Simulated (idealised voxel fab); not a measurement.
This section sets out a process module, namely voxel local oxidation.
Xsec cut, 170 nm wide, square cell size 5 nm.
Square cells in a grid make up a cross-section in this document, and the grid is given as bands, listed from the top down, each one or more rows of cells. What a band's entry tells you: where the top is and where the bottom is, as heights in nm, and after that what lies inside, material by material from left to right, each with its width in nm. Empty space is written as the word "empty", and a single material marked with the word "throughout" occupies the band from edge to edge. Counting heights begins at 0, where everything beneath is, in the wafer as received, one material. The lowest band has no bottom; it goes on downwards, as "top 0, no bottom" shows. Top row gets the first number, bottom row gets the second, and each row in between changes by the same step: that is how a band width like "30 to 40" works. Key: "no change" - step with no changed cell in the cross-section. Basically, "Closed void inventory" tells you about the enclosed voids: empty spaces with no open way to the top, 8 cells or bigger, each written width x height at distance, where distance is from the left edge, all in nm. Read whatever lies past the settings on a step's line as the simulator's own remark about the step. Regarding "overlay nm": on a step with a mask, it is the distance the mask lay to the right of its planned place; a negative value places it to the left.
## So here's the lineup of process steps we planned
| 1 | RECEIVE,material Si |
| 2 | CONFORMAL_DEP,material SiO2,thk nm 5 |
| 3 | CONFORMAL_DEP,material SiN,thk nm 15 |
| 4 | PATTERN,tone cover,mask id ACTIVE,material resist,width nm 120,thk nm 15,overlay nm 0 |
| 5 | DIRECTIONAL_ETCH,etch materials SiN,depth nm 15 |
| 6 | STRIP,etch materials resist |
| 7 | SELECTIVE_ETCH,etch materials SiO2,depth nm 5 |
| 8 | OXIDIZE,depth nm 15 |
| 9 | STRIP,etch materials SiN |
## Wafer at receipt (post step 1), cross-section
  top 0, no bottom | Si throughout
  Closed void inventory: none
## The following cross-section depicts the wafer upon conclusion of the module. Processing commenced from the starting condition illustrated above and adhered to the plan illustrated above, save for one mistake in execution
  top 0, bottom -15 | SiO2: 40 / Si: 90 / SiO2: 40
  top -15, no bottom | Si throughout
  Closed void inventory: none
Finding, execution versus plan: the plan's step 2 went unexecuted, having been skipped
